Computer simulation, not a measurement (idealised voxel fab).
voxel self aligned vias: a process module
FYI the section here is cut, 215 nm wide, cells are 5 nm squares.
Bands, listed from the top down, are how a cross-section gets written in this document; the cross-section itself is a grid of square cells, and a band is one or more rows of them.
Top height, bottom height, nm. Materials left to right, width each, nm. Single material + "throughout" = fills band edge to edge. "air" = empty.
Heads up on the height convention: 0 is the point under which the incoming wafer is all one material, and the lowest band has no bottom, it just keeps going down, like "0..down".
The two numbers in a width such as "30..40" mark its ends across the band: the first belongs to the top row of cells, the second to the bottom row, and from each row to the next the width moves by the same amount.
What does "no modifications" mean for a step? It means no cell of the cross-section changed in that step.
"Sealed void inventory" enumerates empty spaces isolated from the top, with no open way to it, that contain at least 8 cells, giving each as width x height at distance from the left edge, all three in nm.
Note: text after step settings on the step line = simulator remark on that step.
"overlay nm" answers the question of how far to the right of plan the mask lay on a step that has a mask, and when it is negative the answer is to the left.
## plan
| 1 | RECEIVE, material Si |
| 2 | CONFORMAL_DEP, material SiO2, thk nm 10 |
| 3 | CONFORMAL_DEP, material SiCN, thk nm 5 |
| 4 | DIRECTIONAL_DEP, material lowk, thk nm 30 |
| 5 | MASKED_ETCH, tone open, mask id LINES, width nm 25, pitch nm 50, etch materials lowk, depth nm 30, overlay nm 0 |
| 6 | CONFORMAL_DEP, material TiN, thk nm 5 |
| 7 | FILL_DEP, material Ru, thk nm 5 |
| 8 | CMP, height nm 45 |
| 9 | SELECTIVE_ETCH, etch materials W Ru TiN, depth nm 5 |
| 10 | FILL_DEP, material SiN, thk nm 10 |
| 11 | CMP, height nm 45 |
| 12 | DIRECTIONAL_DEP, material lowk, thk nm 15 |
| 13 | PATTERN, tone open, mask id VIAS, material resist, width nm 35, thk nm 15, overlay nm 0 |
| 14 | DIRECTIONAL_ETCH, etch materials lowk, depth nm 15 |
| 15 | DIRECTIONAL_ETCH, etch materials SiN, depth nm 5 |
| 16 | STRIP, etch materials resist |
| 17 | CONFORMAL_DEP, material TiN, thk nm 5 |
| 18 | FILL_DEP, material Cu, thk nm 10 |
| 19 | CMP, height nm 60 |
| 20 | CONFORMAL_DEP, material SiCN, thk nm 5 |
## Wafer cross-section on receipt, i.e. after step 1
	0..down  Si throughout
	Sealed void inventory: none
## First of two wafers at the end of the module, shown in cross-section; run carried out as planned
	65..60  SiCN throughout
	60..50  65 of lowk; 5 of TiN; 25 of Cu; 5 of TiN; 115 of lowk
	50..45  65 of lowk; 10 of TiN; 15 of Cu; 10 of TiN; 115 of lowk
	45..40  70 of lowk; 25 of TiN; 25 of lowk; 25 of SiN; 70 of lowk
	40..20  70 of lowk; 5 of TiN; 15 of Ru; 5 of TiN; 25 of lowk; 5 of TiN; 15 of Ru; 5 of TiN; 70 of lowk
	20..15  70 of lowk; 25 of TiN; 25 of lowk; 25 of TiN; 70 of lowk
	15..10  SiCN throughout
	10..0  SiO2 throughout
	0..down  Si throughout
	Sealed void inventory: none
## Second of two wafers, module complete, sectioned: it shares the first wafer's start and plan but was run with one mistake
	65..60  SiCN throughout
	60..50  65 of lowk; 5 of W; 25 of Cu; 5 of W; 115 of lowk
	50..45  65 of lowk; 10 of W; 15 of Cu; 10 of W; 115 of lowk
	45..40  70 of lowk; 25 of W; 25 of lowk; 25 of SiN; 70 of lowk
	40..20  70 of lowk; 5 of TiN; 15 of Ru; 5 of TiN; 25 of lowk; 5 of TiN; 15 of Ru; 5 of TiN; 70 of lowk
	20..15  70 of lowk; 25 of TiN; 25 of lowk; 25 of TiN; 70 of lowk
	15..10  SiCN throughout
	10..0  SiO2 throughout
	0..down  Si throughout
	Sealed void inventory: none
What was the processing mistake? step 17 ran as: CONFORMAL_DEP, material W, thk nm 5
Count the cells at the end and the second wafer has more or fewer of some materials than the first: TiN -13; W +13
